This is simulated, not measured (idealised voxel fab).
The name of this process module is voxel wiring stack.
Section shown: cut. Width: 225 nm. Cell size: 5 nm, square.
Cross-section layout: square cells on a grid; listed as bands, top to bottom; a band spans one or more cell rows.
This entry defines a band. It first specifies the height of the band's top and the height of its bottom in nm, and then specifies the band's materials from left to right, stating each material with its width in nm. The word "throughout" identifies a single material that fills the band from edge to edge, while the word "air" identifies empty space.
We count height from 0. Below that, the starting wafer is all one material. The lowest band never ends at the bottom but goes on down; see "from 0 down" for how that is written.
The expression "30 to 40" gives the width at the extremes of the band, the first number at its top row of cells and the second at its bottom row, with the width changing by equal amounts from each row to the next in between.
Any step labelled "remained the same" changed none of the cells in the cross-section.
In "Enclosed void inventory" the enclosed voids are listed, meaning empty spaces of 8 cells or larger without any opening to the top. The form is width x height at distance, distance from the left edge, units nm.
On each step's line, the part that comes after the settings is the simulator's own comment on the step.
overlay nm: step with mask; distance mask lay right of planned place; negative value = left of planned place.
List of planned process steps
step 1: RECEIVE, material Si
step 2: CONFORMAL_DEP, material SiO2, thk nm 10
step 3: CONFORMAL_DEP, material SiCN, thk nm 5
step 4: DIRECTIONAL_DEP, material SiO2, thk nm 25
step 5: MASKED_ETCH, tone open, mask id METAL_1, width nm 25, pitch nm 45, etch materials SiO2, depth nm 25, overlay nm 0
step 6: MASKED_ETCH, tone open, mask id METAL_1, width nm 25, pitch nm 45, etch materials SiCN, depth nm 5, overlay nm 0
step 7: CONFORMAL_DEP, material TiN, thk nm 5
step 8: FILL_DEP, material Ru, thk nm 5
step 9: CMP, height nm 40
step 10: CONFORMAL_DEP, material SiCN, thk nm 5
step 11: DIRECTIONAL_DEP, material lowk, thk nm 30
step 12: PATTERN, tone open, mask id METAL_2_HOLES, material resist, width nm 15, thk nm 20, overlay nm 0
step 13: DIRECTIONAL_ETCH, etch materials lowk, depth nm 30
step 14: STRIP, etch materials resist
step 15: PATTERN, tone open, mask id METAL_2, material resist, width nm 25, pitch nm 45, thk nm 15, overlay nm 0
step 16: DIRECTIONAL_ETCH, etch materials lowk, depth nm 15
step 17: DIRECTIONAL_ETCH, etch materials SiCN, depth nm 5
step 18: STRIP, etch materials resist
step 19: CONFORMAL_DEP, material TiN, thk nm 5
step 20: FILL_DEP, material Cu, thk nm 5
step 21: CMP, height nm 75
step 22: CONFORMAL_DEP, material SiCN, thk nm 5
step 23: DIRECTIONAL_DEP, material SiO2, thk nm 20
step 24: PATTERN, tone open, mask id PLUG_2, material resist, width nm 15, pitch nm 45, thk nm 20, overlay nm 0
step 25: DIRECTIONAL_ETCH, etch materials SiO2, depth nm 20
step 26: DIRECTIONAL_ETCH, etch materials SiCN, depth nm 5
step 27: STRIP, etch materials resist
step 28: EPI, material Ru, thk nm 10
step 29: EPI, material Ru, thk nm 10
step 30: EPI, material Ru, thk nm 5
step 31: DIRECTIONAL_DEP, material TiN, thk nm 5
step 32: DIRECTIONAL_DEP, material Ru, thk nm 20
step 33: DIRECTIONAL_DEP, material aC, thk nm 15
step 34: PATTERN, tone cover, mask id METAL_3, material resist, width nm 25, pitch nm 45, thk nm 30, overlay nm 0
step 35: DIRECTIONAL_ETCH, etch materials aC, depth nm 15
step 36: STRIP, etch materials resist
step 37: DIRECTIONAL_ETCH, etch materials Ru, depth nm 20
step 38: DIRECTIONAL_ETCH, etch materials TiN, depth nm 5
step 39: STRIP, etch materials aC
step 40: FILL_DEP, material SiO2, thk nm 10
step 41: CMP, height nm 125
step 42: CONFORMAL_DEP, material SiCN, thk nm 5
Received-state cross-section, reflecting completion of step 1
* from 0 down | Si throughout
* Enclosed void inventory: none
Sectioned view, first of two wafers, at the close of the module, processed as intended in the plan
* from 130 to 125 | SiCN throughout
* from 125 to 105 | SiO2: 75 / Ru: 25 / SiO2: 20 / Ru: 25 / SiO2: 80
* from 105 to 100 | SiO2: 75 / TiN: 25 / SiO2: 20 / TiN: 25 / SiO2: 80
* from 100 to 80 | SiO2: 75 / Ru: 15 / SiO2: 30 / Ru: 15 / SiO2: 90
* from 80 to 75 | SiCN: 75 / Ru: 15 / SiCN: 30 / Ru: 15 / SiCN: 90
* from 75 to 65 | lowk: 75 / TiN: 5 / Cu: 15 / TiN: 5 / lowk: 20 / TiN: 5 / Cu: 15 / TiN: 5 / lowk: 80
* from 65 to 60 | lowk: 75 / TiN: 5 / Cu: 5 / TiN: 15 / lowk: 20 / TiN: 25 / lowk: 80
* from 60 to 45 | lowk: 75 / TiN: 5 / Cu: 5 / TiN: 5 / lowk: 135
* from 45 to 40 | SiCN: 75 / TiN: 15 / SiCN: 135
* from 40 to 15 | SiO2: 75 / TiN: 5 / Ru: 15 / TiN: 5 / SiO2: 20 / TiN: 5 / Ru: 15 / TiN: 5 / SiO2: 80
* from 15 to 10 | SiCN: 75 / TiN: 25 / SiCN: 20 / TiN: 25 / SiCN: 80
* from 10 to 0 | SiO2 throughout
* from 0 down | Si throughout
* Enclosed void inventory: none
Second wafer cross-section at end of module - shared start and plan with the first, one mistake in the run
* from 130 to 125 | SiCN throughout
* from 125 to 105 | SiO2: 75 / Ru: 25 / SiO2: 20 / Ru: 25 / SiO2: 80
* from 105 to 100 | SiO2: 75 / TiN: 25 / SiO2: 20 / TiN: 25 / SiO2: 80
* from 100 to 80 | SiO2: 75 / Ru: 15 / SiO2: 30 / Ru: 15 / SiO2: 90
* from 80 to 75 | SiCN: 75 / Ru: 15 / SiCN: 30 / Ru: 15 / SiCN: 90
* from 75 to 65 | lowk: 75 / TiN: 5 / Cu: 15 / TiN: 5 / lowk: 20 / TiN: 5 / Cu: 15 / TiN: 5 / lowk: 80
* from 65 to 60 | lowk: 75 / TiN: 5 / Cu: 5 / TiN: 15 / lowk: 20 / TiN: 25 / lowk: 80
* from 60 to 45 | lowk: 75 / TiN: 5 / Cu: 5 / TiN: 5 / lowk: 135
* from 45 to 40 | SiCN: 75 / TiN: 15 / SiCN: 135
* from 40 to 20 | SiO2: 80 / TiN: 5 / Ru: 15 / TiN: 5 / SiO2: 20 / TiN: 5 / Ru: 15 / TiN: 5 / SiO2: 75
* from 20 to 15 | SiO2: 80 / TiN: 5 / Ru: 10 / TiN: 10 / SiO2: 20 / TiN: 5 / Ru: 10 / TiN: 10 / SiO2: 75
* from 15 to 10 | SiCN: 80 / TiN: 20 / SiCN: 25 / TiN: 20 / SiCN: 80
* from 10 to 0 | SiO2 throughout
* from 0 down | Si throughout
* Enclosed void inventory: none
Deviation from plan: planned and actual differ for step 5; actual: MASKED_ETCH, tone open, mask id METAL_1, width nm 25, pitch nm 45, etch materials SiO2, depth nm 25, overlay nm 5
The second wafer ends with more or fewer cells of some materials than the first, per final count: 2 fewer of Ru; 2 more of SiCN
